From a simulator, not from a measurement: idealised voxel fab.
Process module, titled voxel self aligned vias
The figure presents cross-section cut, which has a width of 285 nm and is divided into square cells with an edge length of 5 nm.
This document writes a cross-section as a grid whose cells are square, and gives it as bands, listed from the top down; one or more rows of cells form a band. Within each band entry, the heights of the top and of the bottom of the band appear first, in that order and in nm; the materials of the band then follow from left to right, each with its corresponding width in nm. The designation "everywhere" on a single material indicates that it fills the band from edge to edge; the designation "empty" indicates empty space. A quick word on heights: they are counted from 0, and under that level the wafer as it came to us is one material throughout. The lowest band is different from the rest in having no bottom; it simply continues downward, written as in "0 and below". Note: "30..40" means the width goes from the first number (top row of the band) to the second number (bottom row) in equal steps per row of cells. "same as before" (step): cross-section cells unchanged, all of them. In the "Closed internal cavities" entry, you get each enclosed empty space of 8 cells or more, one with no open way to the top, written width x height at distance, distance from the left edge, in nm. Post-settings text on a step line: simulator's own remark regarding the step. overlay nm: mask offset rightward from planned place, masked step; negative means leftward offset.

# Steps in the process plan
step 1: RECEIVE with material Si
step 2: CONFORMAL_DEP with material SiO2, thk nm 15
step 3: CONFORMAL_DEP with material SiCN, thk nm 5
step 4: DIRECTIONAL_DEP with material lowk, thk nm 30
step 5: DIRECTIONAL_DEP with material aC, thk nm 10
step 6: PATTERN with tone open, mask id LINES, material resist, width nm 30, pitch nm 55, thk nm 25, overlay nm 0
step 7: DIRECTIONAL_ETCH with etch materials aC, depth nm 10
step 8: STRIP with etch materials resist
step 9: DIRECTIONAL_ETCH with etch materials lowk, depth nm 30
step 10: STRIP with etch materials aC
step 11: CONFORMAL_DEP with material TiN, thk nm 5
step 12: FILL_DEP with material W, thk nm 10
step 13: CMP with height nm 50
step 14: SELECTIVE_ETCH with etch materials W Ru TiN, depth nm 5
step 15: FILL_DEP with material SiN, thk nm 5
step 16: CMP with height nm 50
step 17: DIRECTIONAL_DEP with material lowk, thk nm 20
step 18: PATTERN with tone open, mask id VIAS, material resist, width nm 40, thk nm 20, overlay nm 0
step 19: DIRECTIONAL_ETCH with etch materials lowk, depth nm 20
step 20: DIRECTIONAL_ETCH with etch materials SiN, depth nm 5
step 21: STRIP with etch materials resist
step 22: CONFORMAL_DEP with material TiN, thk nm 5
step 23: FILL_DEP with material W, thk nm 10
step 24: CMP with height nm 70
step 25: CONFORMAL_DEP with material SiN, thk nm 5

# As-received wafer cross-section (after step 1)
	0 and below  Si everywhere
	Closed internal cavities: none

# First wafer of two, sectioned at end of module; run went per plan
	75 down to 70  SiN everywhere
	70 down to 55  lowk 95 nm / TiN 5 nm / W 30 nm / TiN 5 nm / lowk 150 nm
	55 down to 50  lowk 95 nm / TiN 10 nm / W 20 nm / TiN 10 nm / lowk 150 nm
	50 down to 45  lowk 100 nm / TiN 30 nm / lowk 25 nm / SiN 30 nm / lowk 100 nm
	45 down to 25  lowk 100 nm / TiN 5 nm / W 20 nm / TiN 5 nm / lowk 25 nm / TiN 5 nm / W 20 nm / TiN 5 nm / lowk 100 nm
	25 down to 20  lowk 100 nm / TiN 30 nm / lowk 25 nm / TiN 30 nm / lowk 100 nm
	20 down to 15  SiCN everywhere
	15 down to 0  SiO2 everywhere
	0 and below  Si everywhere
	Closed internal cavities: none

# Cross-section at end of module for the second wafer of two, which matched the first in starting point and plan and differed by one mistake in its processing
	75 down to 70  SiN everywhere
	70 down to 55  lowk 90 nm / TiN 5 nm / W 40 nm / TiN 5 nm / lowk 145 nm
	55 down to 50  lowk 90 nm / TiN 15 nm / W 20 nm / TiN 15 nm / lowk 145 nm
	50 down to 45  lowk 100 nm / TiN 30 nm / lowk 25 nm / SiN 30 nm / lowk 100 nm
	45 down to 25  lowk 100 nm / TiN 5 nm / W 20 nm / TiN 5 nm / lowk 25 nm / TiN 5 nm / W 20 nm / TiN 5 nm / lowk 100 nm
	25 down to 20  lowk 100 nm / TiN 30 nm / lowk 25 nm / TiN 30 nm / lowk 100 nm
	20 down to 15  SiCN everywhere
	15 down to 0  SiO2 everywhere
	0 and below  Si everywhere
	Closed internal cavities: none
What went wrong in running the wafer? step 18 did not use the planned setting and instead ran as PATTERN with tone open, mask id VIAS, material resist, width nm 50, thk nm 20, overlay nm 0
Looking at both finished wafers in cells, the second ends up ahead of or behind the first on some materials: 2 more of TiN; 6 more of W; 8 fewer of lowk
